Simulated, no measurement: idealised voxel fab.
voxel ribs on slabs: a process module
Pictured: cross-section cut, 260 nm wide, on a grid of 5 nm square cells.
Throughout this document, each cross-section is represented as a grid of square cells and is presented as a sequence of bands enumerated from the top downward, where a band comprises one or more rows of cells. Heads up on the band format: heights come first, top then bottom, in nm. After that it's the materials left to right, each with its width in nm. A single material flagged "full width" fills the whole band edge to edge, and "empty" means there's empty space there. A quick word on heights: they are counted from 0, and under that level the wafer as it came to us is one material throughout. The lowest band is different from the rest in having no bottom; it simply continues downward, written as in "0 down". A width such as "30..40" changes by the same amount from each row of cells to the next, from the band's top row to its bottom row. What does "nothing was modified" mean for a step? It means no cell of the cross-section changed in that step. If an empty space has no open way to the top and is at least 8 cells in size, "Sealed internal cavities" lists it, written width x height at distance, where distance is measured from the left edge and every value is in nm. Formally, on a step line, whatever follows the settings is a remark that the simulator itself makes on the step. overlay nm: right-of-plan distance of the mask on a masked step; negative values mean left-of-plan.

# Below is the list of planned process steps
1. RECEIVE, material Si
2. DIRECTIONAL_DEP, material SiO2, thk nm 20
3. DIRECTIONAL_DEP, material polySi, thk nm 25
4. MASKED_ETCH, tone cover, mask id RIB, width nm 20, etch materials polySi, depth nm 20, overlay nm 0
5. DIRECTIONAL_DEP, material aC, thk nm 15
6. PATTERN, tone cover, mask id SLAB, material resist, width nm 60, thk nm 35, overlay nm 0
7. DIRECTIONAL_ETCH, etch materials aC, depth nm 15
8. STRIP, etch materials resist
9. DIRECTIONAL_ETCH, etch materials polySi, depth nm 5
10. STRIP, etch materials aC
11. FILL_DEP, material SiO2, thk nm 15
12. CMP, height nm 55
13. DIRECTIONAL_DEP, material TiN, thk nm 5
14. DIRECTIONAL_DEP, material aC, thk nm 10
15. PATTERN, tone cover, mask id HEATER, material resist, width nm 30, thk nm 30, overlay nm 0
16. DIRECTIONAL_ETCH, etch materials aC, depth nm 10
17. STRIP, etch materials resist
18. DIRECTIONAL_ETCH, etch materials TiN, depth nm 5
19. STRIP, etch materials aC
20. CONFORMAL_DEP, material SiN, thk nm 10

# First out of two wafers; run went to plan

# The cross-section here shows the wafer as received, i.e. in its state after step 1
  0 down | Si full width
  Sealed internal cavities: none

# after step 2
  20 to 0 | SiO2 full width
  Below 0, no change.

# after step 3
  45 to 20 | polySi full width
  Below 20, no change.

# after step 4
  45 to 25 | empty (120) | polySi (20) | empty (120)
  Below 25, no change.

# after step 5
  60 to 45 | empty (120) | aC (20) | empty (120)
  45 to 40 | empty (120) | polySi (20) | empty (120)
  40 to 25 | aC (120) | polySi (20) | aC (120)
  Below 25, no change.

# after step 6
  95 to 60 | empty (100) | resist (60) | empty (100)
  60 to 45 | empty (100) | resist (20) | aC (20) | resist (20) | empty (100)
  45 to 40 | empty (100) | resist (20) | polySi (20) | resist (20) | empty (100)
  Below 40, no change.

# after step 7
  80 to 60 | empty (100) | resist (60) | empty (100)
  60 to 45 | empty (100) | resist (20) | aC (20) | resist (20) | empty (100)
  45 to 40 | empty (100) | resist (20) | polySi (20) | resist (20) | empty (100)
  40 to 25 | empty (100) | aC (20) | polySi (20) | aC (20) | empty (100)
  Below 25, no change.

# after step 8
  60 to 45 | empty (120) | aC (20) | empty (120)
  45 to 40 | empty (120) | polySi (20) | empty (120)
  Below 40, no change.

# after step 9
  60 to 45 | empty (120) | aC (20) | empty (120)
  45 to 40 | empty (120) | polySi (20) | empty (120)
  40 to 25 | empty (100) | aC (20) | polySi (20) | aC (20) | empty (100)
  25 to 20 | empty (100) | polySi (60) | empty (100)
  Below 20, no change.

# after step 10
  45 to 25 | empty (120) | polySi (20) | empty (120)
  Below 25, no change.

# after step 11
  60 to 45 | SiO2 full width
  45 to 25 | SiO2 (120) | polySi (20) | SiO2 (120)
  25 to 20 | SiO2 (100) | polySi (60) | SiO2 (100)
  Below 20, no change.

# after step 12
  55 to 45 | SiO2 full width
  Below 45, no change.

# after step 13
  60 to 55 | TiN full width
  Below 55, no change.

# after step 14
  70 to 60 | aC full width
  Below 60, no change.

# after step 15
  100 to 70 | empty (115) | resist (30) | empty (115)
  Below 70, no change.

# after step 16
  90 to 70 | empty (115) | resist (30) | empty (115)
  70 to 60 | empty (115) | aC (30) | empty (115)
  Below 60, no change.

# after step 17
  70 to 60 | empty (115) | aC (30) | empty (115)
  Below 60, no change.

# after step 18
  70 to 60 | empty (115) | aC (30) | empty (115)
  60 to 55 | empty (115) | TiN (30) | empty (115)
  Below 55, no change.

# after step 19
  60 to 55 | empty (115) | TiN (30) | empty (115)
  Below 55, no change.

# after step 20
  70 to 65 | empty (105) | SiN (50) | empty (105)
  65 to 60 | SiN full width
  60 to 55 | SiN (115) | TiN (30) | SiN (115)
  Below 55, no change.

# Second Wafer (Identical Start and Plan, One Processing Error; Matches First Wafer Through Step 19)

Second wafer shown in cross-section at the time step 20 was slated to end: nothing was modified
What went wrong in running the wafer? plan step 20 skipped
At the finish, the second wafer shows more or fewer cells for some materials than the first does: 108 fewer of SiN
